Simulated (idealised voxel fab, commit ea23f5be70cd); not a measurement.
process module | voxel wiring stack
cross-section cut | 240 nm wide | cells 5 nm
A cross-section is a grid of square cells, given in bands from the top down. A band is one or more rows of cells.
Each band's line starts with the height of the band's top and of its bottom, in nm. Then come its materials from left to right, each with its width in nm. One material with "throughout" fills the band from edge to edge. "air" is empty space.
Height 0 is the level under which the wafer as received is all one material. The lowest band goes on downwards, as in "0 down".
A width such as "30 to 40" changes by the same amount from each row of cells to the next, from the band's top row to its bottom row.
"no change" after a step means that no cell of the cross-section changed.
closed voids: empty space of 8 cells or more with no open way to the top, each as width x height at its distance from the left edge, in nm
after a step's settings: what the simulator itself notes on the step
overlay nm, on a step with a mask: how far to the right of its planned place the mask lay; to the left if negative
plan
1 op RECEIVE | material Si
2 op CONFORMAL_DEP | material SiO2 | thk nm 15
3 op CONFORMAL_DEP | material SiN | thk nm 5
4 op DIRECTIONAL_DEP | material SiO2 | thk nm 20
5 op MASKED_ETCH | tone open | mask id METAL_1 | width nm 30 | pitch nm 50 | etch materials SiO2 | depth nm 20 | overlay nm 0
6 op MASKED_ETCH | tone open | mask id METAL_1 | width nm 30 | pitch nm 50 | etch materials SiN | depth nm 5 | overlay nm 0
7 op CONFORMAL_DEP | material TiN | thk nm 5
8 op FILL_DEP | material Cu | thk nm 5
9 op CMP | height nm 40
10 op CONFORMAL_DEP | material SiCN | thk nm 5
11 op DIRECTIONAL_DEP | material SiO2 | thk nm 15
12 op PATTERN | tone open | mask id PLUG_1 | material resist | width nm 15 | pitch nm 50 | thk nm 15 | overlay nm 0
13 op DIRECTIONAL_ETCH | etch materials SiO2 | depth nm 15
14 op DIRECTIONAL_ETCH | etch materials SiCN | depth nm 5
15 op STRIP | etch materials resist
16 op CONFORMAL_DEP | material TiN | thk nm 5
17 op FILL_DEP | material Ru | thk nm 5
18 op CMP | height nm 60
19 op DIRECTIONAL_DEP | material TiN | thk nm 5
20 op DIRECTIONAL_DEP | material Ru | thk nm 20
21 op DIRECTIONAL_DEP | material aC | thk nm 10
22 op PATTERN | tone cover | mask id METAL_2 | material resist | width nm 30 | pitch nm 50 | thk nm 25 | overlay nm 0
23 op DIRECTIONAL_ETCH | etch materials aC | depth nm 10
24 op STRIP | etch materials resist
25 op DIRECTIONAL_ETCH | etch materials Ru | depth nm 20
26 op DIRECTIONAL_ETCH | etch materials TiN | depth nm 5
27 op STRIP | etch materials aC
28 op CONFORMAL_DEP | material SiCN | thk nm 5
29 op FILL_DEP | material lowk | thk nm 5
30 op CMP | height nm 85
31 op CONFORMAL_DEP | material SiCN | thk nm 5
32 op DIRECTIONAL_DEP | material SiO2 | thk nm 30
33 op PATTERN | tone open | mask id METAL_3_HOLES | material resist | width nm 15 | pitch nm 100 | thk nm 15 | overlay nm 0
34 op DIRECTIONAL_ETCH | etch materials SiO2 | depth nm 30
35 op STRIP | etch materials resist
36 op PATTERN | tone open | mask id METAL_3 | material resist | width nm 30 | pitch nm 50 | thk nm 20 | overlay nm 0
37 op DIRECTIONAL_ETCH | etch materials SiO2 | depth nm 20
38 op DIRECTIONAL_ETCH | etch materials SiCN | depth nm 5
39 op STRIP | etch materials resist
40 op CONFORMAL_DEP | material TiN | thk nm 5
41 op FILL_DEP | material Cu | thk nm 10
42 op CMP | height nm 120
43 op CONFORMAL_DEP | material SiCN | thk nm 5
first wafer, as planned
as received, after step 1
  0 down: Si throughout
  closed voids: none
after step 2
  15 to 0: SiO2 throughout
  below 0: unchanged
after step 3
  20 to 15: SiN throughout
  below 15: unchanged
after step 4
  40 to 20: SiO2 throughout
  below 20: unchanged
after step 5
  40 to 20: SiO2 30 | air 30 | SiO2 20 | air 30 | SiO2 20 | air 30 | SiO2 20 | air 30 | SiO2 30
  below 20: unchanged
after step 6
  40 to 20: SiO2 30 | air 30 | SiO2 20 | air 30 | SiO2 20 | air 30 | SiO2 20 | air 30 | SiO2 30
  20 to 15: SiN 30 | air 30 | SiN 20 | air 30 | SiN 20 | air 30 | SiN 20 | air 30 | SiN 30
  below 15: unchanged
after step 7
  45 to 40: TiN 35 | air 20 | TiN 30 | air 20 | TiN 30 | air 20 | TiN 30 | air 20 | TiN 35
  40 to 20: SiO2 30 | TiN 5 | air 20 | TiN 5 | SiO2 20 | TiN 5 | air 20 | TiN 5 | SiO2 20 | TiN 5 | air 20 | TiN 5 | SiO2 20 | TiN 5 | air 20 | TiN 5 | SiO2 30
  20 to 15: SiN 30 | TiN 30 | SiN 20 | TiN 30 | SiN 20 | TiN 30 | SiN 20 | TiN 30 | SiN 30
  below 15: unchanged
after step 8
  50 to 45: Cu throughout
  45 to 40: TiN 35 | Cu 20 | TiN 30 | Cu 20 | TiN 30 | Cu 20 | TiN 30 | Cu 20 | TiN 35
  40 to 20: SiO2 30 | TiN 5 | Cu 20 | TiN 5 | SiO2 20 | TiN 5 | Cu 20 | TiN 5 | SiO2 20 | TiN 5 | Cu 20 | TiN 5 | SiO2 20 | TiN 5 | Cu 20 | TiN 5 | SiO2 30
  below 20: unchanged
after step 9
  40 to 20: SiO2 30 | TiN 5 | Cu 20 | TiN 5 | SiO2 20 | TiN 5 | Cu 20 | TiN 5 | SiO2 20 | TiN 5 | Cu 20 | TiN 5 | SiO2 20 | TiN 5 | Cu 20 | TiN 5 | SiO2 30
  below 20: unchanged
after step 10
  45 to 40: SiCN throughout
  below 40: unchanged
after step 11
  60 to 45: SiO2 throughout
  below 45: unchanged
after step 12
  75 to 60: resist 30 | air 15 | resist 35 | air 15 | resist 35 | air 15 | resist 35 | air 15 | resist 45
  below 60: unchanged
after step 13
  75 to 60: resist 30 | air 15 | resist 35 | air 15 | resist 35 | air 15 | resist 35 | air 15 | resist 45
  60 to 45: SiO2 30 | air 15 | SiO2 35 | air 15 | SiO2 35 | air 15 | SiO2 35 | air 15 | SiO2 45
  below 45: unchanged
after step 14
  75 to 60: resist 30 | air 15 | resist 35 | air 15 | resist 35 | air 15 | resist 35 | air 15 | resist 45
  60 to 45: SiO2 30 | air 15 | SiO2 35 | air 15 | SiO2 35 | air 15 | SiO2 35 | air 15 | SiO2 45
  45 to 40: SiCN 30 | air 15 | SiCN 35 | air 15 | SiCN 35 | air 15 | SiCN 35 | air 15 | SiCN 45
  below 40: unchanged
after step 15
  60 to 45: SiO2 30 | air 15 | SiO2 35 | air 15 | SiO2 35 | air 15 | SiO2 35 | air 15 | SiO2 45
  below 45: unchanged
after step 16
  65 to 60: TiN 35 | air 5 | TiN 45 | air 5 | TiN 45 | air 5 | TiN 45 | air 5 | TiN 50
  60 to 45: SiO2 30 | TiN 5 | air 5 | TiN 5 | SiO2 35 | TiN 5 | air 5 | TiN 5 | SiO2 35 | TiN 5 | air 5 | TiN 5 | SiO2 35 | TiN 5 | air 5 | TiN 5 | SiO2 45
  45 to 40: SiCN 30 | TiN 15 | SiCN 35 | TiN 15 | SiCN 35 | TiN 15 | SiCN 35 | TiN 15 | SiCN 45
  below 40: unchanged
after step 17
  70 to 65: Ru throughout
  65 to 60: TiN 35 | Ru 5 | TiN 45 | Ru 5 | TiN 45 | Ru 5 | TiN 45 | Ru 5 | TiN 50
  60 to 45: SiO2 30 | TiN 5 | Ru 5 | TiN 5 | SiO2 35 | TiN 5 | Ru 5 | TiN 5 | SiO2 35 | TiN 5 | Ru 5 | TiN 5 | SiO2 35 | TiN 5 | Ru 5 | TiN 5 | SiO2 45
  below 45: unchanged
after step 18
  60 to 45: SiO2 30 | TiN 5 | Ru 5 | TiN 5 | SiO2 35 | TiN 5 | Ru 5 | TiN 5 | SiO2 35 | TiN 5 | Ru 5 | TiN 5 | SiO2 35 | TiN 5 | Ru 5 | TiN 5 | SiO2 45
  below 45: unchanged
after step 19
  65 to 60: TiN throughout
  below 60: unchanged
after step 20
  85 to 65: Ru throughout
  below 65: unchanged
after step 21
  95 to 85: aC throughout
  below 85: unchanged
after step 22
  120 to 95: air 30 | resist 30 | air 20 | resist 30 | air 20 | resist 30 | air 20 | resist 30 | air 30
  below 95: unchanged
after step 23
  110 to 95: air 30 | resist 30 | air 20 | resist 30 | air 20 | resist 30 | air 20 | resist 30 | air 30
  95 to 85: air 30 | aC 30 | air 20 | aC 30 | air 20 | aC 30 | air 20 | aC 30 | air 30
  below 85: unchanged
after step 24
  95 to 85: air 30 | aC 30 | air 20 | aC 30 | air 20 | aC 30 | air 20 | aC 30 | air 30
  below 85: unchanged
after step 25
  95 to 85: air 30 | aC 30 | air 20 | aC 30 | air 20 | aC 30 | air 20 | aC 30 | air 30
  85 to 65: air 30 | Ru 30 | air 20 | Ru 30 | air 20 | Ru 30 | air 20 | Ru 30 | air 30
  below 65: unchanged
after step 26
  95 to 85: air 30 | aC 30 | air 20 | aC 30 | air 20 | aC 30 | air 20 | aC 30 | air 30
  85 to 65: air 30 | Ru 30 | air 20 | Ru 30 | air 20 | Ru 30 | air 20 | Ru 30 | air 30
  65 to 60: air 30 | TiN 30 | air 20 | TiN 30 | air 20 | TiN 30 | air 20 | TiN 30 | air 30
  below 60: unchanged
after step 27
  85 to 65: air 30 | Ru 30 | air 20 | Ru 30 | air 20 | Ru 30 | air 20 | Ru 30 | air 30
  below 65: unchanged
after step 28
  90 to 85: air 25 | SiCN 40 | air 10 | SiCN 40 | air 10 | SiCN 40 | air 10 | SiCN 40 | air 25
  85 to 65: air 25 | SiCN 5 | Ru 30 | SiCN 5 | air 10 | SiCN 5 | Ru 30 | SiCN 5 | air 10 | SiCN 5 | Ru 30 | SiCN 5 | air 10 | SiCN 5 | Ru 30 | SiCN 5 | air 25
  65 to 60: SiCN 30 | TiN 30 | SiCN 20 | TiN 30 | SiCN 20 | TiN 30 | SiCN 20 | TiN 30 | SiCN 30
  below 60: unchanged
after step 29
  95 to 90: lowk throughout
  90 to 85: lowk 25 | SiCN 40 | lowk 10 | SiCN 40 | lowk 10 | SiCN 40 | lowk 10 | SiCN 40 | lowk 25
  85 to 65: lowk 25 | SiCN 5 | Ru 30 | SiCN 5 | lowk 10 | SiCN 5 | Ru 30 | SiCN 5 | lowk 10 | SiCN 5 | Ru 30 | SiCN 5 | lowk 10 | SiCN 5 | Ru 30 | SiCN 5 | lowk 25
  below 65: unchanged
after step 30
  85 to 65: lowk 25 | SiCN 5 | Ru 30 | SiCN 5 | lowk 10 | SiCN 5 | Ru 30 | SiCN 5 | lowk 10 | SiCN 5 | Ru 30 | SiCN 5 | lowk 10 | SiCN 5 | Ru 30 | SiCN 5 | lowk 25
  below 65: unchanged
after step 31
  90 to 85: SiCN throughout
  below 85: unchanged
after step 32
  120 to 90: SiO2 throughout
  below 90: unchanged
after step 33
  135 to 120: resist 30 | air 15 | resist 85 | air 15 | resist 95
  below 120: unchanged
after step 34
  135 to 120: resist 30 | air 15 | resist 85 | air 15 | resist 95
  120 to 90: SiO2 30 | air 15 | SiO2 85 | air 15 | SiO2 95
  below 90: unchanged
after step 35
  120 to 90: SiO2 30 | air 15 | SiO2 85 | air 15 | SiO2 95
  below 90: unchanged
after step 36
  140 to 120: resist 30 | air 30 | resist 20 | air 30 | resist 20 | air 30 | resist 20 | air 30 | resist 30
  below 120: unchanged
after step 37
  140 to 120: resist 30 | air 30 | resist 20 | air 30 | resist 20 | air 30 | resist 20 | air 30 | resist 30
  120 to 100: SiO2 30 | air 30 | SiO2 20 | air 30 | SiO2 20 | air 30 | SiO2 20 | air 30 | SiO2 30
  below 100: unchanged
after step 38
  140 to 120: resist 30 | air 30 | resist 20 | air 30 | resist 20 | air 30 | resist 20 | air 30 | resist 30
  120 to 100: SiO2 30 | air 30 | SiO2 20 | air 30 | SiO2 20 | air 30 | SiO2 20 | air 30 | SiO2 30
  100 to 90: SiO2 30 | air 15 | SiO2 85 | air 15 | SiO2 95
  90 to 85: SiCN 30 | air 15 | SiCN 85 | air 15 | SiCN 95
  below 85: unchanged
after step 39
  120 to 100: SiO2 30 | air 30 | SiO2 20 | air 30 | SiO2 20 | air 30 | SiO2 20 | air 30 | SiO2 30
  below 100: unchanged
after step 40
  125 to 120: TiN 35 | air 20 | TiN 30 | air 20 | TiN 30 | air 20 | TiN 30 | air 20 | TiN 35
  120 to 105: SiO2 30 | TiN 5 | air 20 | TiN 5 | SiO2 20 | TiN 5 | air 20 | TiN 5 | SiO2 20 | TiN 5 | air 20 | TiN 5 | SiO2 20 | TiN 5 | air 20 | TiN 5 | SiO2 30
  105 to 100: SiO2 30 | TiN 5 | air 5 | TiN 20 | SiO2 20 | TiN 30 | SiO2 20 | TiN 5 | air 5 | TiN 20 | SiO2 20 | TiN 30 | SiO2 30
  100 to 90: SiO2 30 | TiN 5 | air 5 | TiN 5 | SiO2 85 | TiN 5 | air 5 | TiN 5 | SiO2 95
  90 to 85: SiCN 30 | TiN 15 | SiCN 85 | TiN 15 | SiCN 95
  below 85: unchanged
after step 41
  135 to 125: Cu throughout
  125 to 120: TiN 35 | Cu 20 | TiN 30 | Cu 20 | TiN 30 | Cu 20 | TiN 30 | Cu 20 | TiN 35
  120 to 105: SiO2 30 | TiN 5 | Cu 20 | TiN 5 | SiO2 20 | TiN 5 | Cu 20 | TiN 5 | SiO2 20 | TiN 5 | Cu 20 | TiN 5 | SiO2 20 | TiN 5 | Cu 20 | TiN 5 | SiO2 30
  105 to 100: SiO2 30 | TiN 5 | Cu 5 | TiN 20 | SiO2 20 | TiN 30 | SiO2 20 | TiN 5 | Cu 5 | TiN 20 | SiO2 20 | TiN 30 | SiO2 30
  100 to 90: SiO2 30 | TiN 5 | Cu 5 | TiN 5 | SiO2 85 | TiN 5 | Cu 5 | TiN 5 | SiO2 95
  below 90: unchanged
after step 42
  120 to 105: SiO2 30 | TiN 5 | Cu 20 | TiN 5 | SiO2 20 | TiN 5 | Cu 20 | TiN 5 | SiO2 20 | TiN 5 | Cu 20 | TiN 5 | SiO2 20 | TiN 5 | Cu 20 | TiN 5 | SiO2 30
  below 105: unchanged
after step 43
  125 to 120: SiCN throughout
  below 120: unchanged
second wafer: like start, like plan, one mistake. Through step 1 it matches the first wafer
when step 2 should have ended
  30 to 0: SiO2 throughout
  below 0: unchanged
when step 3 should have ended
  35 to 30: SiN throughout
  below 30: unchanged
when step 4 should have ended
  55 to 35: SiO2 throughout
  below 35: unchanged
when step 5 should have ended
  55 to 35: SiO2 30 | air 30 | SiO2 20 | air 30 | SiO2 20 | air 30 | SiO2 20 | air 30 | SiO2 30
  below 35: unchanged
when step 6 should have ended
  55 to 35: SiO2 30 | air 30 | SiO2 20 | air 30 | SiO2 20 | air 30 | SiO2 20 | air 30 | SiO2 30
  35 to 30: SiN 30 | air 30 | SiN 20 | air 30 | SiN 20 | air 30 | SiN 20 | air 30 | SiN 30
  below 30: unchanged
when step 7 should have ended
  60 to 55: TiN 35 | air 20 | TiN 30 | air 20 | TiN 30 | air 20 | TiN 30 | air 20 | TiN 35
  55 to 35: SiO2 30 | TiN 5 | air 20 | TiN 5 | SiO2 20 | TiN 5 | air 20 | TiN 5 | SiO2 20 | TiN 5 | air 20 | TiN 5 | SiO2 20 | TiN 5 | air 20 | TiN 5 | SiO2 30
  35 to 30: SiN 30 | TiN 30 | SiN 20 | TiN 30 | SiN 20 | TiN 30 | SiN 20 | TiN 30 | SiN 30
  below 30: unchanged
when step 8 should have ended
  65 to 60: Cu throughout
  60 to 55: TiN 35 | Cu 20 | TiN 30 | Cu 20 | TiN 30 | Cu 20 | TiN 30 | Cu 20 | TiN 35
  55 to 35: SiO2 30 | TiN 5 | Cu 20 | TiN 5 | SiO2 20 | TiN 5 | Cu 20 | TiN 5 | SiO2 20 | TiN 5 | Cu 20 | TiN 5 | SiO2 20 | TiN 5 | Cu 20 | TiN 5 | SiO2 30
  below 35: unchanged
when step 9 should have ended
  40 to 35: SiO2 30 | TiN 5 | Cu 20 | TiN 5 | SiO2 20 | TiN 5 | Cu 20 | TiN 5 | SiO2 20 | TiN 5 | Cu 20 | TiN 5 | SiO2 20 | TiN 5 | Cu 20 | TiN 5 | SiO2 30
  below 35: unchanged
when step 10 should have ended
  45 to 40: SiCN throughout
  below 40: unchanged
when step 11 should have ended
  60 to 45: SiO2 throughout
  below 45: unchanged
when step 12 should have ended
  75 to 60: resist 30 | air 15 | resist 35 | air 15 | resist 35 | air 15 | resist 35 | air 15 | resist 45
  below 60: unchanged
when step 13 should have ended
  75 to 60: resist 30 | air 15 | resist 35 | air 15 | resist 35 | air 15 | resist 35 | air 15 | resist 45
  60 to 45: SiO2 30 | air 15 | SiO2 35 | air 15 | SiO2 35 | air 15 | SiO2 35 | air 15 | SiO2 45
  below 45: unchanged
when step 14 should have ended
  75 to 60: resist 30 | air 15 | resist 35 | air 15 | resist 35 | air 15 | resist 35 | air 15 | resist 45
  60 to 45: SiO2 30 | air 15 | SiO2 35 | air 15 | SiO2 35 | air 15 | SiO2 35 | air 15 | SiO2 45
  45 to 40: SiCN 30 | air 15 | SiCN 35 | air 15 | SiCN 35 | air 15 | SiCN 35 | air 15 | SiCN 45
  below 40: unchanged
when step 15 should have ended
  60 to 45: SiO2 30 | air 15 | SiO2 35 | air 15 | SiO2 35 | air 15 | SiO2 35 | air 15 | SiO2 45
  below 45: unchanged
when step 16 should have ended
  65 to 60: TiN 35 | air 5 | TiN 45 | air 5 | TiN 45 | air 5 | TiN 45 | air 5 | TiN 50
  60 to 45: SiO2 30 | TiN 5 | air 5 | TiN 5 | SiO2 35 | TiN 5 | air 5 | TiN 5 | SiO2 35 | TiN 5 | air 5 | TiN 5 | SiO2 35 | TiN 5 | air 5 | TiN 5 | SiO2 45
  45 to 40: SiCN 30 | TiN 15 | SiCN 35 | TiN 15 | SiCN 35 | TiN 15 | SiCN 35 | TiN 15 | SiCN 45
  below 40: unchanged
when step 17 should have ended
  70 to 65: Ru throughout
  65 to 60: TiN 35 | Ru 5 | TiN 45 | Ru 5 | TiN 45 | Ru 5 | TiN 45 | Ru 5 | TiN 50
  60 to 45: SiO2 30 | TiN 5 | Ru 5 | TiN 5 | SiO2 35 | TiN 5 | Ru 5 | TiN 5 | SiO2 35 | TiN 5 | Ru 5 | TiN 5 | SiO2 35 | TiN 5 | Ru 5 | TiN 5 | SiO2 45
  below 45: unchanged
when step 18 should have ended
  60 to 45: SiO2 30 | TiN 5 | Ru 5 | TiN 5 | SiO2 35 | TiN 5 | Ru 5 | TiN 5 | SiO2 35 | TiN 5 | Ru 5 | TiN 5 | SiO2 35 | TiN 5 | Ru 5 | TiN 5 | SiO2 45
  below 45: unchanged
when step 19 should have ended
  65 to 60: TiN throughout
  below 60: unchanged
when step 20 should have ended
  85 to 65: Ru throughout
  below 65: unchanged
when step 21 should have ended
  95 to 85: aC throughout
  below 85: unchanged
when step 22 should have ended
  120 to 95: air 30 | resist 30 | air 20 | resist 30 | air 20 | resist 30 | air 20 | resist 30 | air 30
  below 95: unchanged
when step 23 should have ended
  110 to 95: air 30 | resist 30 | air 20 | resist 30 | air 20 | resist 30 | air 20 | resist 30 | air 30
  95 to 85: air 30 | aC 30 | air 20 | aC 30 | air 20 | aC 30 | air 20 | aC 30 | air 30
  below 85: unchanged
when step 24 should have ended
  95 to 85: air 30 | aC 30 | air 20 | aC 30 | air 20 | aC 30 | air 20 | aC 30 | air 30
  below 85: unchanged
when step 25 should have ended
  95 to 85: air 30 | aC 30 | air 20 | aC 30 | air 20 | aC 30 | air 20 | aC 30 | air 30
  85 to 65: air 30 | Ru 30 | air 20 | Ru 30 | air 20 | Ru 30 | air 20 | Ru 30 | air 30
  below 65: unchanged
when step 26 should have ended
  95 to 85: air 30 | aC 30 | air 20 | aC 30 | air 20 | aC 30 | air 20 | aC 30 | air 30
  85 to 65: air 30 | Ru 30 | air 20 | Ru 30 | air 20 | Ru 30 | air 20 | Ru 30 | air 30
  65 to 60: air 30 | TiN 30 | air 20 | TiN 30 | air 20 | TiN 30 | air 20 | TiN 30 | air 30
  below 60: unchanged
when step 27 should have ended
  85 to 65: air 30 | Ru 30 | air 20 | Ru 30 | air 20 | Ru 30 | air 20 | Ru 30 | air 30
  below 65: unchanged
when step 28 should have ended
  90 to 85: air 25 | SiCN 40 | air 10 | SiCN 40 | air 10 | SiCN 40 | air 10 | SiCN 40 | air 25
  85 to 65: air 25 | SiCN 5 | Ru 30 | SiCN 5 | air 10 | SiCN 5 | Ru 30 | SiCN 5 | air 10 | SiCN 5 | Ru 30 | SiCN 5 | air 10 | SiCN 5 | Ru 30 | SiCN 5 | air 25
  65 to 60: SiCN 30 | TiN 30 | SiCN 20 | TiN 30 | SiCN 20 | TiN 30 | SiCN 20 | TiN 30 | SiCN 30
  below 60: unchanged
when step 29 should have ended
  95 to 90: lowk throughout
  90 to 85: lowk 25 | SiCN 40 | lowk 10 | SiCN 40 | lowk 10 | SiCN 40 | lowk 10 | SiCN 40 | lowk 25
  85 to 65: lowk 25 | SiCN 5 | Ru 30 | SiCN 5 | lowk 10 | SiCN 5 | Ru 30 | SiCN 5 | lowk 10 | SiCN 5 | Ru 30 | SiCN 5 | lowk 10 | SiCN 5 | Ru 30 | SiCN 5 | lowk 25
  below 65: unchanged
when step 30 should have ended
  85 to 65: lowk 25 | SiCN 5 | Ru 30 | SiCN 5 | lowk 10 | SiCN 5 | Ru 30 | SiCN 5 | lowk 10 | SiCN 5 | Ru 30 | SiCN 5 | lowk 10 | SiCN 5 | Ru 30 | SiCN 5 | lowk 25
  below 65: unchanged
when step 31 should have ended
  90 to 85: SiCN throughout
  below 85: unchanged
when step 32 should have ended
  120 to 90: SiO2 throughout
  below 90: unchanged
when step 33 should have ended
  135 to 120: resist 30 | air 15 | resist 85 | air 15 | resist 95
  below 120: unchanged
when step 34 should have ended
  135 to 120: resist 30 | air 15 | resist 85 | air 15 | resist 95
  120 to 90: SiO2 30 | air 15 | SiO2 85 | air 15 | SiO2 95
  below 90: unchanged
when step 35 should have ended
  120 to 90: SiO2 30 | air 15 | SiO2 85 | air 15 | SiO2 95
  below 90: unchanged
when step 36 should have ended
  140 to 120: resist 30 | air 30 | resist 20 | air 30 | resist 20 | air 30 | resist 20 | air 30 | resist 30
  below 120: unchanged
when step 37 should have ended
  140 to 120: resist 30 | air 30 | resist 20 | air 30 | resist 20 | air 30 | resist 20 | air 30 | resist 30
  120 to 100: SiO2 30 | air 30 | SiO2 20 | air 30 | SiO2 20 | air 30 | SiO2 20 | air 30 | SiO2 30
  below 100: unchanged
when step 38 should have ended
  140 to 120: resist 30 | air 30 | resist 20 | air 30 | resist 20 | air 30 | resist 20 | air 30 | resist 30
  120 to 100: SiO2 30 | air 30 | SiO2 20 | air 30 | SiO2 20 | air 30 | SiO2 20 | air 30 | SiO2 30
  100 to 90: SiO2 30 | air 15 | SiO2 85 | air 15 | SiO2 95
  90 to 85: SiCN 30 | air 15 | SiCN 85 | air 15 | SiCN 95
  below 85: unchanged
when step 39 should have ended
  120 to 100: SiO2 30 | air 30 | SiO2 20 | air 30 | SiO2 20 | air 30 | SiO2 20 | air 30 | SiO2 30
  below 100: unchanged
when step 40 should have ended
  125 to 120: TiN 35 | air 20 | TiN 30 | air 20 | TiN 30 | air 20 | TiN 30 | air 20 | TiN 35
  120 to 105: SiO2 30 | TiN 5 | air 20 | TiN 5 | SiO2 20 | TiN 5 | air 20 | TiN 5 | SiO2 20 | TiN 5 | air 20 | TiN 5 | SiO2 20 | TiN 5 | air 20 | TiN 5 | SiO2 30
  105 to 100: SiO2 30 | TiN 5 | air 5 | TiN 20 | SiO2 20 | TiN 30 | SiO2 20 | TiN 5 | air 5 | TiN 20 | SiO2 20 | TiN 30 | SiO2 30
  100 to 90: SiO2 30 | TiN 5 | air 5 | TiN 5 | SiO2 85 | TiN 5 | air 5 | TiN 5 | SiO2 95
  90 to 85: SiCN 30 | TiN 15 | SiCN 85 | TiN 15 | SiCN 95
  below 85: unchanged
when step 41 should have ended
  135 to 125: Cu throughout
  125 to 120: TiN 35 | Cu 20 | TiN 30 | Cu 20 | TiN 30 | Cu 20 | TiN 30 | Cu 20 | TiN 35
  120 to 105: SiO2 30 | TiN 5 | Cu 20 | TiN 5 | SiO2 20 | TiN 5 | Cu 20 | TiN 5 | SiO2 20 | TiN 5 | Cu 20 | TiN 5 | SiO2 20 | TiN 5 | Cu 20 | TiN 5 | SiO2 30
  105 to 100: SiO2 30 | TiN 5 | Cu 5 | TiN 20 | SiO2 20 | TiN 30 | SiO2 20 | TiN 5 | Cu 5 | TiN 20 | SiO2 20 | TiN 30 | SiO2 30
  100 to 90: SiO2 30 | TiN 5 | Cu 5 | TiN 5 | SiO2 85 | TiN 5 | Cu 5 | TiN 5 | SiO2 95
  below 90: unchanged
when step 42 should have ended
  120 to 105: SiO2 30 | TiN 5 | Cu 20 | TiN 5 | SiO2 20 | TiN 5 | Cu 20 | TiN 5 | SiO2 20 | TiN 5 | Cu 20 | TiN 5 | SiO2 20 | TiN 5 | Cu 20 | TiN 5 | SiO2 30
  below 105: unchanged
when step 43 should have ended
  125 to 120: SiCN throughout
  below 120: unchanged
what went wrong: step 2 was run twice
at the end the second wafer has, in cells: 48 fewer of Cu | 72 more of SiO2 | 24 fewer of TiN
